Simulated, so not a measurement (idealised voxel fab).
The following process module bears the name voxel local oxidation.
This is section cut - it's 250 nm across, gridded in 5 nm square cells.
Cross-section = grid of square cells, listed top down in bands; band = one or more rows. For a band, the entry starts with two heights in nm, that of the top and then that of the bottom, and carries on with the band's materials in order from left to right, each alongside its width in nm; the word "full width" beside a single material means it fills the band edge to edge, and "air" means empty space. Basically, 0 is our baseline, since under it the wafer straight out of the box is all one material. The bottom band has no lower end and keeps on going down, so it looks like "top 0, no bottom". A width such as "30 to 40" changes by the same amount from each row of cells to the next, from the band's top row to its bottom row. When a step is marked "no change occurred", none of the cells in the cross-section changed during that step. Look at "Encapsulated voids" for the closed voids: empty spaces with no open path to the top, sized 8 cells or up. Each is width x height at distance, distance from the left edge, all nm. Formally, on a step line, whatever follows the settings is a remark that the simulator itself makes on the step. Among the settings permitted on a step's line is "overlay nm"; applied to a step with a mask, it specifies the extent to which the mask lay to the right of its planned position, whereas a negative figure signifies a position to the left.
### Steps in the process plan
| 1 | RECEIVE | material Si |
| 2 | CONFORMAL_DEP | material SiO2 | thk nm 5 |
| 3 | CONFORMAL_DEP | material SiN | thk nm 15 |
| 4 | PATTERN | tone cover | mask id ACTIVE | material resist | width nm 130 | thk nm 15 | overlay nm 0 |
| 5 | DIRECTIONAL_ETCH | etch materials SiN | depth nm 15 |
| 6 | STRIP | etch materials resist |
| 7 | SELECTIVE_ETCH | etch materials SiO2 | depth nm 5 |
| 8 | OXIDIZE | depth nm 15 |
| 9 | STRIP | etch materials SiN |
### Run as planned: first of two wafers
### Step 1 complete: cross-section of the wafer as received
- top 0, no bottom = Si full width
- Encapsulated voids: none
### Cross-section: wafer state after step 2
- top 5, bottom 0 = SiO2 full width
- Heights below 0 show no change.
### Cross-section: wafer state after step 3
- top 20, bottom 5 = SiN full width
- Heights below 5 show no change.
### Cross-section: wafer state after step 4
- top 35, bottom 20 = 60 air; 130 resist; 60 air
- Heights below 20 show no change.
### Cross-section: wafer state after step 5
- top 35, bottom 20 = 60 air; 130 resist; 60 air
- top 20, bottom 5 = 60 air; 130 SiN; 60 air
- Heights below 5 show no change.
### Cross-section: wafer state after step 6
- top 20, bottom 5 = 60 air; 130 SiN; 60 air
- Heights below 5 show no change.
### Cross-section: wafer state after step 7
- top 20, bottom 5 = 60 air; 130 SiN; 60 air
- top 5, bottom 0 = 65 air; 120 SiO2; 65 air
- Heights below 0 show no change.
### Cross-section: wafer state after step 8
- top 20, bottom 5 = 60 air; 130 SiN; 60 air
- top 5, bottom 0 = 65 air; 120 SiO2; 65 air
- top 0, bottom -15 = 80 SiO2; 90 Si; 80 SiO2
- Heights below -15 show no change.
### Cross-section: wafer state after step 9
- top 5, bottom 0 = 65 air; 120 SiO2; 65 air
- Heights below 0 show no change.
### Second of two: same start, same plan, one run error; steps up to and including 7 match the first
### Cross-section of the second wafer at the time by which step 8 should have been completed according to the plan
- top 20, bottom 5 = 60 air; 130 SiN; 60 air
- top 5, bottom 0 = 65 air; 120 SiO2; 65 air
- top 0, bottom -10 = 75 SiO2; 100 Si; 75 SiO2
- Heights below -10 show no change.
### Cross-section of the second wafer at the time by which step 9 should have been completed according to the plan
- top 5, bottom 0 = 65 air; 120 SiO2; 65 air
- Heights below 0 show no change.
what went wrong: heads up, step 8 didn't go per plan, it actually ran as OXIDIZE | depth nm 10
Per the end-of-run cell counts, the second wafer holds more or fewer of some materials than the first: Si +36; SiO2 -36
